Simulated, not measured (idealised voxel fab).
The process module that follows is named voxel self aligned contacts.
Square cells of 5 nm make up the cross-section cut, whose width is 235 nm.
Each cross-section below is a grid of square cells, stated as bands in top-down order, with one or more rows of cells making up each band.
Heights first: top, then bottom, in nm. Then materials, left to right, each with a width in nm. "full width" on a single material: fills the band edge to edge. "air": empty space.
Convention: height 0 is the level below which the wafer, as received, is all one material. The lowest band does not terminate at the bottom but continues downward, represented as "0 down".
A two-number width, for instance "30..40", indicates that the width is equal to the first number in the top row of the band and to the second number in the bottom row, and that it changes by a constant amount per row of cells.
Any step labelled "no modifications" changed none of the cells in the cross-section.
"Encapsulated voids" - sealed voids, min. 8 cells, no opening to top; format: width x height at distance (distance from left edge; nm throughout).
after a step's settings: what the simulator itself notes on the step
overlay nm: step with mask; distance mask lay right of planned place; negative value = left of planned place.

## Here's what the planned process steps look like
step 1: RECEIVE,material Si
step 2: CONFORMAL_DEP,material SiO2,thk nm 5
step 3: DIRECTIONAL_DEP,material polySi,thk nm 25
step 4: DIRECTIONAL_DEP,material SiN,thk nm 20
step 5: PATTERN,tone cover,mask id GATE,material resist,width nm 25,pitch nm 55,thk nm 15,overlay nm 0
step 6: DIRECTIONAL_ETCH,etch materials SiN,depth nm 20
step 7: DIRECTIONAL_ETCH,etch materials polySi,depth nm 25
step 8: STRIP,etch materials resist
step 9: CONFORMAL_DEP,material SiN,thk nm 5
step 10: DIRECTIONAL_ETCH,etch materials SiN,depth nm 5
step 11: FILL_DEP,material SiO2,thk nm 15
step 12: CMP,height nm 55
step 13: PATTERN,tone open,mask id CONTACT,material resist,width nm 40,pitch nm 55,thk nm 20,overlay nm 0
step 14: DIRECTIONAL_ETCH,etch materials SiO2,depth nm 55
step 15: STRIP,etch materials resist
step 16: CONFORMAL_DEP,material TiN,thk nm 5
step 17: FILL_DEP,material W,thk nm 10
step 18: CMP,height nm 55
step 19: CONFORMAL_DEP,material SiN,thk nm 5

## The cross-section here shows the wafer as received, i.e. in its state after step 1
	0 down: Si full width
	Encapsulated voids: none

## The cross-section shown corresponds to the wafer at the conclusion of the module. The initial structure and the process plan are those presented above; however, one mistake occurred in executing the plan
	75 to 70: SiN full width
	70 to 60: W full width
	60 to 55: 75 of TiN / 30 of W / 25 of TiN / 30 of W / 75 of TiN
	55 to 50: 70 of SiO2 / 15 of TiN / 10 of W / 15 of TiN / 15 of SiO2 / 15 of TiN / 10 of W / 15 of TiN / 70 of SiO2
	50 to 30: 45 of SiO2 / 35 of SiN / 5 of TiN / 10 of W / 5 of TiN / 35 of SiN / 5 of TiN / 10 of W / 5 of TiN / 35 of SiN / 45 of SiO2
	30 to 5: 45 of SiO2 / 5 of SiN / 25 of polySi / 5 of SiN / 5 of TiN / 10 of W / 5 of TiN / 5 of SiN / 25 of polySi / 5 of SiN / 5 of TiN / 10 of W / 5 of TiN / 5 of SiN / 25 of polySi / 5 of SiN / 45 of SiO2
	5 to 0: 80 of SiO2 / 20 of TiN / 35 of SiO2 / 20 of TiN / 80 of SiO2
	0 down: Si full width
	Encapsulated voids: none
Run error: yeah, step 18 of the plan got skipped, never ran
